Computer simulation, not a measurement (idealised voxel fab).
process module | voxel wiring stack
cross-section cut | 230 nm wide | cells 5 nm
A cross-section is a grid of square cells, given in bands from the top down. A band is one or more rows of cells.
Each band's line starts with the height of the band's top and of its bottom, in nm. Then come its materials from left to right, each with its width in nm. One material with "throughout" fills the band from edge to edge. "air" is empty space.
Height 0 is the level under which the wafer as received is all one material. The lowest band goes on downwards, as in "0 down".
A width such as "30 to 40" changes by the same amount from each row of cells to the next, from the band's top row to its bottom row.
"no change" after a step means that no cell of the cross-section changed.
closed voids: empty space of 8 cells or more with no open way to the top, each as width x height at its distance from the left edge, in nm
after a step's settings: what the simulator itself notes on the step
overlay nm, on a step with a mask: how far to the right of its planned place the mask lay; to the left if negative
plan
1 op RECEIVE | material Si
2 op CONFORMAL_DEP | material SiO2 | thk nm 10
3 op DIRECTIONAL_DEP | material TiN | thk nm 5
4 op DIRECTIONAL_DEP | material W | thk nm 20
5 op DIRECTIONAL_DEP | material aC | thk nm 10
6 op PATTERN | tone cover | mask id METAL_1 | material resist | width nm 25 | pitch nm 55 | thk nm 30 | overlay nm 0
7 op DIRECTIONAL_ETCH | etch materials aC | depth nm 10
8 op STRIP | etch materials resist
9 op DIRECTIONAL_ETCH | etch materials W | depth nm 20
10 op DIRECTIONAL_ETCH | etch materials TiN | depth nm 5
11 op STRIP | etch materials aC
12 op CONFORMAL_DEP | material SiN | thk nm 5
13 op FILL_DEP | material lowk | thk nm 5
14 op CMP | height nm 35
15 op CONFORMAL_DEP | material SiCN | thk nm 5
16 op DIRECTIONAL_DEP | material lowk | thk nm 30
17 op DIRECTIONAL_DEP | material aC | thk nm 15
18 op PATTERN | tone open | mask id METAL_2_HOLES | material resist | width nm 15 | pitch nm 110 | thk nm 35 | overlay nm 0
19 op DIRECTIONAL_ETCH | etch materials aC | depth nm 15
20 op STRIP | etch materials resist
21 op DIRECTIONAL_ETCH | etch materials lowk | depth nm 30
22 op STRIP | etch materials aC
23 op DIRECTIONAL_DEP | material aC | thk nm 10
24 op PATTERN | tone open | mask id METAL_2 | material resist | width nm 25 | pitch nm 55 | thk nm 25 | overlay nm 0
25 op DIRECTIONAL_ETCH | etch materials aC | depth nm 10
26 op STRIP | etch materials resist
27 op DIRECTIONAL_ETCH | etch materials lowk | depth nm 20
28 op DIRECTIONAL_ETCH | etch materials SiCN | depth nm 5
29 op STRIP | etch materials aC
30 op CONFORMAL_DEP | material TiN | thk nm 5
31 op FILL_DEP | material Cu | thk nm 10
32 op CMP | height nm 70
33 op CONFORMAL_DEP | material SiCN | thk nm 5
34 op DIRECTIONAL_DEP | material SiO2 | thk nm 30
35 op MASKED_ETCH | tone open | mask id METAL_3_HOLES | width nm 15 | pitch nm 110 | etch materials SiO2 | depth nm 30 | overlay nm 0
36 op PATTERN | tone open | mask id METAL_3 | material resist | width nm 25 | pitch nm 55 | thk nm 15 | overlay nm 0
37 op DIRECTIONAL_ETCH | etch materials SiO2 | depth nm 15
38 op DIRECTIONAL_ETCH | etch materials SiCN | depth nm 5
39 op STRIP | etch materials resist
40 op CONFORMAL_DEP | material TiN | thk nm 5
41 op FILL_DEP | material Cu | thk nm 10
42 op CMP | height nm 105
43 op CONFORMAL_DEP | material SiCN | thk nm 5
44 op DIRECTIONAL_DEP | material SiO2 | thk nm 15
45 op PATTERN | tone open | mask id PLUG_3 | material resist | width nm 15 | pitch nm 55 | thk nm 15 | overlay nm 0
46 op DIRECTIONAL_ETCH | etch materials SiO2 | depth nm 15
47 op DIRECTIONAL_ETCH | etch materials SiCN | depth nm 5
48 op STRIP | etch materials resist
49 op EPI | material Ru | thk nm 10
50 op EPI | material Ru | thk nm 10
51 op DIRECTIONAL_DEP | material TiN | thk nm 5
52 op DIRECTIONAL_DEP | material Ru | thk nm 20
53 op DIRECTIONAL_DEP | material aC | thk nm 15
54 op PATTERN | tone cover | mask id METAL_4 | material resist | width nm 25 | pitch nm 55 | thk nm 35 | overlay nm 0
55 op DIRECTIONAL_ETCH | etch materials aC | depth nm 15
56 op STRIP | etch materials resist
57 op DIRECTIONAL_ETCH | etch materials Ru | depth nm 20
58 op DIRECTIONAL_ETCH | etch materials TiN | depth nm 5
59 op STRIP | etch materials aC
60 op CONFORMAL_DEP | material SiCN | thk nm 5
61 op FILL_DEP | material lowk | thk nm 5
62 op CMP | height nm 150
63 op CONFORMAL_DEP | material SiCN | thk nm 5
first wafer, as planned
as received, after step 1
  0 down: Si throughout
  closed voids: none
after step 2
  10 to 0: SiO2 throughout
  below 0: unchanged
after step 3
  15 to 10: TiN throughout
  below 10: unchanged
after step 4
  35 to 15: W throughout
  below 15: unchanged
after step 5
  45 to 35: aC throughout
  below 35: unchanged
after step 6
  75 to 45: air 20 | resist 25 | air 30 | resist 25 | air 30 | resist 25 | air 30 | resist 25 | air 20
  below 45: unchanged
after step 7
  65 to 45: air 20 | resist 25 | air 30 | resist 25 | air 30 | resist 25 | air 30 | resist 25 | air 20
  45 to 35: air 20 | aC 25 | air 30 | aC 25 | air 30 | aC 25 | air 30 | aC 25 | air 20
  below 35: unchanged
after step 8
  45 to 35: air 20 | aC 25 | air 30 | aC 25 | air 30 | aC 25 | air 30 | aC 25 | air 20
  below 35: unchanged
after step 9
  45 to 35: air 20 | aC 25 | air 30 | aC 25 | air 30 | aC 25 | air 30 | aC 25 | air 20
  35 to 15: air 20 | W 25 | air 30 | W 25 | air 30 | W 25 | air 30 | W 25 | air 20
  below 15: unchanged
after step 10
  45 to 35: air 20 | aC 25 | air 30 | aC 25 | air 30 | aC 25 | air 30 | aC 25 | air 20
  35 to 15: air 20 | W 25 | air 30 | W 25 | air 30 | W 25 | air 30 | W 25 | air 20
  15 to 10: air 20 | TiN 25 | air 30 | TiN 25 | air 30 | TiN 25 | air 30 | TiN 25 | air 20
  below 10: unchanged
after step 11
  35 to 15: air 20 | W 25 | air 30 | W 25 | air 30 | W 25 | air 30 | W 25 | air 20
  below 15: unchanged
after step 12
  40 to 35: air 15 | SiN 35 | air 20 | SiN 35 | air 20 | SiN 35 | air 20 | SiN 35 | air 15
  35 to 15: air 15 | SiN 5 | W 25 | SiN 5 | air 20 | SiN 5 | W 25 | SiN 5 | air 20 | SiN 5 | W 25 | SiN 5 | air 20 | SiN 5 | W 25 | SiN 5 | air 15
  15 to 10: SiN 20 | TiN 25 | SiN 30 | TiN 25 | SiN 30 | TiN 25 | SiN 30 | TiN 25 | SiN 20
  below 10: unchanged
after step 13
  45 to 40: lowk throughout
  40 to 35: lowk 15 | SiN 35 | lowk 20 | SiN 35 | lowk 20 | SiN 35 | lowk 20 | SiN 35 | lowk 15
  35 to 15: lowk 15 | SiN 5 | W 25 | SiN 5 | lowk 20 | SiN 5 | W 25 | SiN 5 | lowk 20 | SiN 5 | W 25 | SiN 5 | lowk 20 | SiN 5 | W 25 | SiN 5 | lowk 15
  below 15: unchanged
after step 14
  35 to 15: lowk 15 | SiN 5 | W 25 | SiN 5 | lowk 20 | SiN 5 | W 25 | SiN 5 | lowk 20 | SiN 5 | W 25 | SiN 5 | lowk 20 | SiN 5 | W 25 | SiN 5 | lowk 15
  below 15: unchanged
after step 15
  40 to 35: SiCN throughout
  below 35: unchanged
after step 16
  70 to 40: lowk throughout
  below 40: unchanged
after step 17
  85 to 70: aC throughout
  below 70: unchanged
after step 18
  120 to 85: resist 20 | air 15 | resist 95 | air 15 | resist 85
  below 85: unchanged
after step 19
  105 to 85: resist 20 | air 15 | resist 95 | air 15 | resist 85
  85 to 70: aC 20 | air 15 | aC 95 | air 15 | aC 85
  below 70: unchanged
after step 20
  85 to 70: aC 20 | air 15 | aC 95 | air 15 | aC 85
  below 70: unchanged
after step 21
  85 to 70: aC 20 | air 15 | aC 95 | air 15 | aC 85
  70 to 40: lowk 20 | air 15 | lowk 95 | air 15 | lowk 85
  below 40: unchanged
after step 22
  70 to 40: lowk 20 | air 15 | lowk 95 | air 15 | lowk 85
  below 40: unchanged
after step 23
  80 to 70: aC 20 | air 15 | aC 95 | air 15 | aC 85
  70 to 50: lowk 20 | air 15 | lowk 95 | air 15 | lowk 85
  50 to 40: lowk 20 | aC 15 | lowk 95 | aC 15 | lowk 85
  below 40: unchanged
after step 24
  105 to 80: resist 20 | air 25 | resist 30 | air 25 | resist 30 | air 25 | resist 30 | air 25 | resist 20
  below 80: unchanged
after step 25
  95 to 80: resist 20 | air 25 | resist 30 | air 25 | resist 30 | air 25 | resist 30 | air 25 | resist 20
  80 to 70: aC 20 | air 25 | aC 30 | air 25 | aC 30 | air 25 | aC 30 | air 25 | aC 20
  70 to 40: lowk 20 | air 15 | lowk 95 | air 15 | lowk 85
  below 40: unchanged
after step 26
  80 to 70: aC 20 | air 25 | aC 30 | air 25 | aC 30 | air 25 | aC 30 | air 25 | aC 20
  below 70: unchanged
after step 27
  80 to 70: aC 20 | air 25 | aC 30 | air 25 | aC 30 | air 25 | aC 30 | air 25 | aC 20
  70 to 50: lowk 20 | air 25 | lowk 30 | air 25 | lowk 30 | air 25 | lowk 30 | air 25 | lowk 20
  below 50: unchanged
after step 28
  80 to 70: aC 20 | air 25 | aC 30 | air 25 | aC 30 | air 25 | aC 30 | air 25 | aC 20
  70 to 50: lowk 20 | air 25 | lowk 30 | air 25 | lowk 30 | air 25 | lowk 30 | air 25 | lowk 20
  50 to 40: lowk 20 | air 15 | lowk 95 | air 15 | lowk 85
  40 to 35: SiCN 20 | air 15 | SiCN 95 | air 15 | SiCN 85
  below 35: unchanged
after step 29
  70 to 50: lowk 20 | air 25 | lowk 30 | air 25 | lowk 30 | air 25 | lowk 30 | air 25 | lowk 20
  below 50: unchanged
after step 30
  75 to 70: TiN 25 | air 15 | TiN 40 | air 15 | TiN 40 | air 15 | TiN 40 | air 15 | TiN 25
  70 to 55: lowk 20 | TiN 5 | air 15 | TiN 5 | lowk 30 | TiN 5 | air 15 | TiN 5 | lowk 30 | TiN 5 | air 15 | TiN 5 | lowk 30 | TiN 5 | air 15 | TiN 5 | lowk 20
  55 to 50: lowk 20 | TiN 5 | air 5 | TiN 15 | lowk 30 | TiN 25 | lowk 30 | TiN 5 | air 5 | TiN 15 | lowk 30 | TiN 25 | lowk 20
  50 to 40: lowk 20 | TiN 5 | air 5 | TiN 5 | lowk 95 | TiN 5 | air 5 | TiN 5 | lowk 85
  40 to 35: SiCN 20 | TiN 15 | SiCN 95 | TiN 15 | SiCN 85
  below 35: unchanged
after step 31
  85 to 75: Cu throughout
  75 to 70: TiN 25 | Cu 15 | TiN 40 | Cu 15 | TiN 40 | Cu 15 | TiN 40 | Cu 15 | TiN 25
  70 to 55: lowk 20 | TiN 5 | Cu 15 | TiN 5 | lowk 30 | TiN 5 | Cu 15 | TiN 5 | lowk 30 | TiN 5 | Cu 15 | TiN 5 | lowk 30 | TiN 5 | Cu 15 | TiN 5 | lowk 20
  55 to 50: lowk 20 | TiN 5 | Cu 5 | TiN 15 | lowk 30 | TiN 25 | lowk 30 | TiN 5 | Cu 5 | TiN 15 | lowk 30 | TiN 25 | lowk 20
  50 to 40: lowk 20 | TiN 5 | Cu 5 | TiN 5 | lowk 95 | TiN 5 | Cu 5 | TiN 5 | lowk 85
  below 40: unchanged
after step 32
  70 to 55: lowk 20 | TiN 5 | Cu 15 | TiN 5 | lowk 30 | TiN 5 | Cu 15 | TiN 5 | lowk 30 | TiN 5 | Cu 15 | TiN 5 | lowk 30 | TiN 5 | Cu 15 | TiN 5 | lowk 20
  below 55: unchanged
after step 33
  75 to 70: SiCN throughout
  below 70: unchanged
after step 34
  105 to 75: SiO2 throughout
  below 75: unchanged
after step 35
  105 to 75: SiO2 20 | air 15 | SiO2 95 | air 15 | SiO2 85
  below 75: unchanged
after step 36
  120 to 105: resist 20 | air 25 | resist 30 | air 25 | resist 30 | air 25 | resist 30 | air 25 | resist 20
  below 105: unchanged
after step 37
  120 to 105: resist 20 | air 25 | resist 30 | air 25 | resist 30 | air 25 | resist 30 | air 25 | resist 20
  105 to 90: SiO2 20 | air 25 | SiO2 30 | air 25 | SiO2 30 | air 25 | SiO2 30 | air 25 | SiO2 20
  below 90: unchanged
after step 38
  120 to 105: resist 20 | air 25 | resist 30 | air 25 | resist 30 | air 25 | resist 30 | air 25 | resist 20
  105 to 90: SiO2 20 | air 25 | SiO2 30 | air 25 | SiO2 30 | air 25 | SiO2 30 | air 25 | SiO2 20
  90 to 75: SiO2 20 | air 15 | SiO2 95 | air 15 | SiO2 85
  75 to 70: SiCN 20 | air 15 | SiCN 95 | air 15 | SiCN 85
  below 70: unchanged
after step 39
  105 to 90: SiO2 20 | air 25 | SiO2 30 | air 25 | SiO2 30 | air 25 | SiO2 30 | air 25 | SiO2 20
  below 90: unchanged
after step 40
  110 to 105: TiN 25 | air 15 | TiN 40 | air 15 | TiN 40 | air 15 | TiN 40 | air 15 | TiN 25
  105 to 95: SiO2 20 | TiN 5 | air 15 | TiN 5 | SiO2 30 | TiN 5 | air 15 | TiN 5 | SiO2 30 | TiN 5 | air 15 | TiN 5 | SiO2 30 | TiN 5 | air 15 | TiN 5 | SiO2 20
  95 to 90: SiO2 20 | TiN 5 | air 5 | TiN 15 | SiO2 30 | TiN 25 | SiO2 30 | TiN 5 | air 5 | TiN 15 | SiO2 30 | TiN 25 | SiO2 20
  90 to 75: SiO2 20 | TiN 5 | air 5 | TiN 5 | SiO2 95 | TiN 5 | air 5 | TiN 5 | SiO2 85
  75 to 70: SiCN 20 | TiN 15 | SiCN 95 | TiN 15 | SiCN 85
  below 70: unchanged
after step 41
  120 to 110: Cu throughout
  110 to 105: TiN 25 | Cu 15 | TiN 40 | Cu 15 | TiN 40 | Cu 15 | TiN 40 | Cu 15 | TiN 25
  105 to 95: SiO2 20 | TiN 5 | Cu 15 | TiN 5 | SiO2 30 | TiN 5 | Cu 15 | TiN 5 | SiO2 30 | TiN 5 | Cu 15 | TiN 5 | SiO2 30 | TiN 5 | Cu 15 | TiN 5 | SiO2 20
  95 to 90: SiO2 20 | TiN 5 | Cu 5 | TiN 15 | SiO2 30 | TiN 25 | SiO2 30 | TiN 5 | Cu 5 | TiN 15 | SiO2 30 | TiN 25 | SiO2 20
  90 to 75: SiO2 20 | TiN 5 | Cu 5 | TiN 5 | SiO2 95 | TiN 5 | Cu 5 | TiN 5 | SiO2 85
  below 75: unchanged
after step 42
  105 to 95: SiO2 20 | TiN 5 | Cu 15 | TiN 5 | SiO2 30 | TiN 5 | Cu 15 | TiN 5 | SiO2 30 | TiN 5 | Cu 15 | TiN 5 | SiO2 30 | TiN 5 | Cu 15 | TiN 5 | SiO2 20
  below 95: unchanged
after step 43
  110 to 105: SiCN throughout
  below 105: unchanged
after step 44
  125 to 110: SiO2 throughout
  below 110: unchanged
after step 45
  140 to 125: resist 20 | air 15 | resist 40 | air 15 | resist 40 | air 15 | resist 40 | air 15 | resist 30
  below 125: unchanged
after step 46
  140 to 125: resist 20 | air 15 | resist 40 | air 15 | resist 40 | air 15 | resist 40 | air 15 | resist 30
  125 to 110: SiO2 20 | air 15 | SiO2 40 | air 15 | SiO2 40 | air 15 | SiO2 40 | air 15 | SiO2 30
  below 110: unchanged
after step 47
  140 to 125: resist 20 | air 15 | resist 40 | air 15 | resist 40 | air 15 | resist 40 | air 15 | resist 30
  125 to 110: SiO2 20 | air 15 | SiO2 40 | air 15 | SiO2 40 | air 15 | SiO2 40 | air 15 | SiO2 30
  110 to 105: SiCN 20 | air 15 | SiCN 40 | air 15 | SiCN 40 | air 15 | SiCN 40 | air 15 | SiCN 30
  below 105: unchanged
after step 48
  125 to 110: SiO2 20 | air 15 | SiO2 40 | air 15 | SiO2 40 | air 15 | SiO2 40 | air 15 | SiO2 30
  below 110: unchanged
after step 49
  125 to 115: SiO2 20 | air 15 | SiO2 40 | air 15 | SiO2 40 | air 15 | SiO2 40 | air 15 | SiO2 30
  115 to 110: SiO2 20 | Ru 15 | SiO2 40 | Ru 15 | SiO2 40 | Ru 15 | SiO2 40 | Ru 15 | SiO2 30
  110 to 105: SiCN 20 | Ru 15 | SiCN 40 | Ru 15 | SiCN 40 | Ru 15 | SiCN 40 | Ru 15 | SiCN 30
  below 105: unchanged
after step 50
  125 to 110: SiO2 20 | Ru 15 | SiO2 40 | Ru 15 | SiO2 40 | Ru 15 | SiO2 40 | Ru 15 | SiO2 30
  below 110: unchanged
after step 51
  130 to 125: TiN throughout
  below 125: unchanged
after step 52
  150 to 130: Ru throughout
  below 130: unchanged
after step 53
  165 to 150: aC throughout
  below 150: unchanged
after step 54
  200 to 165: air 20 | resist 25 | air 30 | resist 25 | air 30 | resist 25 | air 30 | resist 25 | air 20
  below 165: unchanged
after step 55
  185 to 165: air 20 | resist 25 | air 30 | resist 25 | air 30 | resist 25 | air 30 | resist 25 | air 20
  165 to 150: air 20 | aC 25 | air 30 | aC 25 | air 30 | aC 25 | air 30 | aC 25 | air 20
  below 150: unchanged
after step 56
  165 to 150: air 20 | aC 25 | air 30 | aC 25 | air 30 | aC 25 | air 30 | aC 25 | air 20
  below 150: unchanged
after step 57
  165 to 150: air 20 | aC 25 | air 30 | aC 25 | air 30 | aC 25 | air 30 | aC 25 | air 20
  150 to 130: air 20 | Ru 25 | air 30 | Ru 25 | air 30 | Ru 25 | air 30 | Ru 25 | air 20
  below 130: unchanged
after step 58
  165 to 150: air 20 | aC 25 | air 30 | aC 25 | air 30 | aC 25 | air 30 | aC 25 | air 20
  150 to 130: air 20 | Ru 25 | air 30 | Ru 25 | air 30 | Ru 25 | air 30 | Ru 25 | air 20
  130 to 125: air 20 | TiN 25 | air 30 | TiN 25 | air 30 | TiN 25 | air 30 | TiN 25 | air 20
  below 125: unchanged
after step 59
  150 to 130: air 20 | Ru 25 | air 30 | Ru 25 | air 30 | Ru 25 | air 30 | Ru 25 | air 20
  below 130: unchanged
after step 60
  155 to 150: air 15 | SiCN 35 | air 20 | SiCN 35 | air 20 | SiCN 35 | air 20 | SiCN 35 | air 15
  150 to 130: air 15 | SiCN 5 | Ru 25 | SiCN 5 | air 20 | SiCN 5 | Ru 25 | SiCN 5 | air 20 | SiCN 5 | Ru 25 | SiCN 5 | air 20 | SiCN 5 | Ru 25 | SiCN 5 | air 15
  130 to 125: SiCN 20 | TiN 25 | SiCN 30 | TiN 25 | SiCN 30 | TiN 25 | SiCN 30 | TiN 25 | SiCN 20
  below 125: unchanged
after step 61
  160 to 155: lowk throughout
  155 to 150: lowk 15 | SiCN 35 | lowk 20 | SiCN 35 | lowk 20 | SiCN 35 | lowk 20 | SiCN 35 | lowk 15
  150 to 130: lowk 15 | SiCN 5 | Ru 25 | SiCN 5 | lowk 20 | SiCN 5 | Ru 25 | SiCN 5 | lowk 20 | SiCN 5 | Ru 25 | SiCN 5 | lowk 20 | SiCN 5 | Ru 25 | SiCN 5 | lowk 15
  below 130: unchanged
after step 62
  150 to 130: lowk 15 | SiCN 5 | Ru 25 | SiCN 5 | lowk 20 | SiCN 5 | Ru 25 | SiCN 5 | lowk 20 | SiCN 5 | Ru 25 | SiCN 5 | lowk 20 | SiCN 5 | Ru 25 | SiCN 5 | lowk 15
  below 130: unchanged
after step 63
  155 to 150: SiCN throughout
  below 150: unchanged
second wafer: like start, like plan, one mistake. Through step 48 it matches the first wafer
when step 50 should have ended
  125 to 115: SiO2 20 | air 15 | SiO2 40 | air 15 | SiO2 40 | air 15 | SiO2 40 | air 15 | SiO2 30
  115 to 110: SiO2 20 | Ru 15 | SiO2 40 | Ru 15 | SiO2 40 | Ru 15 | SiO2 40 | Ru 15 | SiO2 30
  110 to 105: SiCN 20 | Ru 15 | SiCN 40 | Ru 15 | SiCN 40 | Ru 15 | SiCN 40 | Ru 15 | SiCN 30
  below 105: unchanged
when step 51 should have ended
  130 to 125: TiN 20 | air 15 | TiN 40 | air 15 | TiN 40 | air 15 | TiN 40 | air 15 | TiN 30
  125 to 120: SiO2 20 | air 15 | SiO2 40 | air 15 | SiO2 40 | air 15 | SiO2 40 | air 15 | SiO2 30
  120 to 115: SiO2 20 | TiN 15 | SiO2 40 | TiN 15 | SiO2 40 | TiN 15 | SiO2 40 | TiN 15 | SiO2 30
  below 115: unchanged
when step 52 should have ended
  150 to 140: Ru 20 | air 15 | Ru 40 | air 15 | Ru 40 | air 15 | Ru 40 | air 15 | Ru 30
  140 to 130: Ru throughout
  130 to 125: TiN 20 | Ru 15 | TiN 40 | Ru 15 | TiN 40 | Ru 15 | TiN 40 | Ru 15 | TiN 30
  125 to 120: SiO2 20 | Ru 15 | SiO2 40 | Ru 15 | SiO2 40 | Ru 15 | SiO2 40 | Ru 15 | SiO2 30
  below 120: unchanged
when step 53 should have ended
  165 to 155: aC 20 | air 15 | aC 40 | air 15 | aC 40 | air 15 | aC 40 | air 15 | aC 30
  155 to 150: aC throughout
  150 to 140: Ru 20 | aC 15 | Ru 40 | aC 15 | Ru 40 | aC 15 | Ru 40 | aC 15 | Ru 30
  below 140: unchanged
when step 54 should have ended
  200 to 165: air 20 | resist 25 | air 30 | resist 25 | air 30 | resist 25 | air 30 | resist 25 | air 20
  165 to 155: aC 20 | resist 15 | aC 40 | resist 15 | aC 40 | resist 15 | aC 40 | resist 15 | aC 30
  below 155: unchanged
when step 55 should have ended
  185 to 165: air 20 | resist 25 | air 30 | resist 25 | air 30 | resist 25 | air 30 | resist 25 | air 20
  165 to 155: air 20 | resist 15 | aC 10 | air 30 | resist 15 | aC 10 | air 30 | resist 15 | aC 10 | air 30 | resist 15 | aC 10 | air 20
  155 to 150: air 20 | aC 25 | air 30 | aC 25 | air 30 | aC 25 | air 30 | aC 25 | air 20
  below 150: unchanged
when step 56 should have ended
  165 to 155: air 35 | aC 10 | air 45 | aC 10 | air 45 | aC 10 | air 45 | aC 10 | air 20
  below 155: unchanged
when step 57 should have ended
  165 to 155: air 35 | aC 10 | air 45 | aC 10 | air 45 | aC 10 | air 45 | aC 10 | air 20
  155 to 150: air 20 | aC 25 | air 30 | aC 25 | air 30 | aC 25 | air 30 | aC 25 | air 20
  150 to 140: air 20 | aC 15 | Ru 10 | air 30 | aC 15 | Ru 10 | air 30 | aC 15 | Ru 10 | air 30 | aC 15 | Ru 10 | air 20
  140 to 130: air 20 | Ru 25 | air 30 | Ru 25 | air 30 | Ru 25 | air 30 | Ru 25 | air 20
  below 130: unchanged
when step 58 should have ended
  165 to 155: air 35 | aC 10 | air 45 | aC 10 | air 45 | aC 10 | air 45 | aC 10 | air 20
  155 to 150: air 20 | aC 25 | air 30 | aC 25 | air 30 | aC 25 | air 30 | aC 25 | air 20
  150 to 140: air 20 | aC 15 | Ru 10 | air 30 | aC 15 | Ru 10 | air 30 | aC 15 | Ru 10 | air 30 | aC 15 | Ru 10 | air 20
  140 to 130: air 20 | Ru 25 | air 30 | Ru 25 | air 30 | Ru 25 | air 30 | Ru 25 | air 20
  130 to 125: air 20 | Ru 15 | TiN 10 | air 30 | Ru 15 | TiN 10 | air 30 | Ru 15 | TiN 10 | air 30 | Ru 15 | TiN 10 | air 20
  below 125: unchanged
when step 59 should have ended
  150 to 140: air 35 | Ru 10 | air 45 | Ru 10 | air 45 | Ru 10 | air 45 | Ru 10 | air 20
  below 140: unchanged
when step 60 should have ended
  155 to 150: air 30 | SiCN 20 | air 35 | SiCN 20 | air 35 | SiCN 20 | air 35 | SiCN 20 | air 15
  150 to 140: air 30 to 15 | SiCN 5 to 20 | Ru 10 | SiCN 5 | air 35 to 20 | SiCN 5 to 20 | Ru 10 | SiCN 5 | air 35 to 20 | SiCN 5 to 20 | Ru 10 | SiCN 5 | air 35 to 20 | SiCN 5 to 20 | Ru 10 | SiCN 5 | air 15
  140 to 130: air 15 | SiCN 5 | Ru 25 | SiCN 5 | air 20 | SiCN 5 | Ru 25 | SiCN 5 | air 20 | SiCN 5 | Ru 25 | SiCN 5 | air 20 | SiCN 5 | Ru 25 | SiCN 5 | air 15
  130 to 125: SiCN 20 | Ru 15 | TiN 10 | SiCN 30 | Ru 15 | TiN 10 | SiCN 30 | Ru 15 | TiN 10 | SiCN 30 | Ru 15 | TiN 10 | SiCN 20
  below 125: unchanged
when step 61 should have ended
  160 to 155: lowk throughout
  155 to 150: lowk 30 | SiCN 20 | lowk 35 | SiCN 20 | lowk 35 | SiCN 20 | lowk 35 | SiCN 20 | lowk 15
  150 to 140: lowk 30 to 15 | SiCN 5 to 20 | Ru 10 | SiCN 5 | lowk 35 to 20 | SiCN 5 to 20 | Ru 10 | SiCN 5 | lowk 35 to 20 | SiCN 5 to 20 | Ru 10 | SiCN 5 | lowk 35 to 20 | SiCN 5 to 20 | Ru 10 | SiCN 5 | lowk 15
  140 to 130: lowk 15 | SiCN 5 | Ru 25 | SiCN 5 | lowk 20 | SiCN 5 | Ru 25 | SiCN 5 | lowk 20 | SiCN 5 | Ru 25 | SiCN 5 | lowk 20 | SiCN 5 | Ru 25 | SiCN 5 | lowk 15
  below 130: unchanged
when step 62 should have ended
  150 to 140: lowk 30 to 15 | SiCN 5 to 20 | Ru 10 | SiCN 5 | lowk 35 to 20 | SiCN 5 to 20 | Ru 10 | SiCN 5 | lowk 35 to 20 | SiCN 5 to 20 | Ru 10 | SiCN 5 | lowk 35 to 20 | SiCN 5 to 20 | Ru 10 | SiCN 5 | lowk 15
  below 140: unchanged
when step 63 should have ended
  155 to 150: SiCN throughout
  below 150: unchanged
what went wrong: one of the steps 49 and 50, which are alike, was left out
at the end the second wafer has, in cells: 24 fewer of Ru | 12 more of SiCN | 12 more of lowk
